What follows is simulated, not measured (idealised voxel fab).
process module | voxel gate over fins
cross-section cut | 235 nm wide | cells 5 nm
A cross-section is a grid of square cells, given in bands from the top down. A band is one or more rows of cells.
Each band's line starts with the height of the band's top and of its bottom, in nm. Then come its materials from left to right, each with its width in nm. One material with "throughout" fills the band from edge to edge. "air" is empty space.
Height 0 is the level under which the wafer as received is all one material. The lowest band goes on downwards, as in "0 down".
A width such as "30 to 40" changes by the same amount from each row of cells to the next, from the band's top row to its bottom row.
"no change" after a step means that no cell of the cross-section changed.
closed voids: empty space of 8 cells or more with no open way to the top, each as width x height at its distance from the left edge, in nm
after a step's settings: what the simulator itself notes on the step
overlay nm, on a step with a mask: how far to the right of its planned place the mask lay; to the left if negative
plan
1 op RECEIVE | material Si
2 op CONFORMAL_DEP | material SiN | thk nm 10
3 op MASKED_ETCH | tone cover | mask id FINS | width nm 15 | pitch nm 35 | etch materials SiN | depth nm 10 | overlay nm 0
4 op MASKED_ETCH | tone cover | mask id FINS | width nm 15 | pitch nm 35 | etch materials Si | depth nm 35 | overlay nm 0
5 op FILL_DEP | material SiO2 | thk nm 15
6 op CMP | height nm 10
7 op SELECTIVE_ETCH | etch materials SiO2 | depth nm 20
8 op STRIP | etch materials SiN
9 op CONFORMAL_DEP | material HfO2 | thk nm 5
10 op CONFORMAL_DEP | material TiN | thk nm 5
11 op FILL_DEP | material W | thk nm 15
12 op CMP | height nm 20
13 op CONFORMAL_DEP | material SiCN | thk nm 5
as received, after step 1
  0 down: Si throughout
  closed voids: none
a wafer at the end: this start, this plan, one mistake
  25 to 20: SiCN throughout
  20 to 5: W throughout
  5 to 0: W 85 | TiN 25 | W 10 | TiN 25 | W 90
  0 to -5: W 85 | TiN 5 | Si 15 | TiN 5 | W 10 | TiN 5 | Si 15 | TiN 5 | W 90
  -5 to -10: TiN 90 | Si 15 | TiN 20 | Si 15 | TiN 95
  -10 to -35: SiO2 90 | Si 15 | SiO2 20 | Si 15 | SiO2 95
  -35 down: Si throughout
  closed voids: none
what went wrong: step 9 was left out
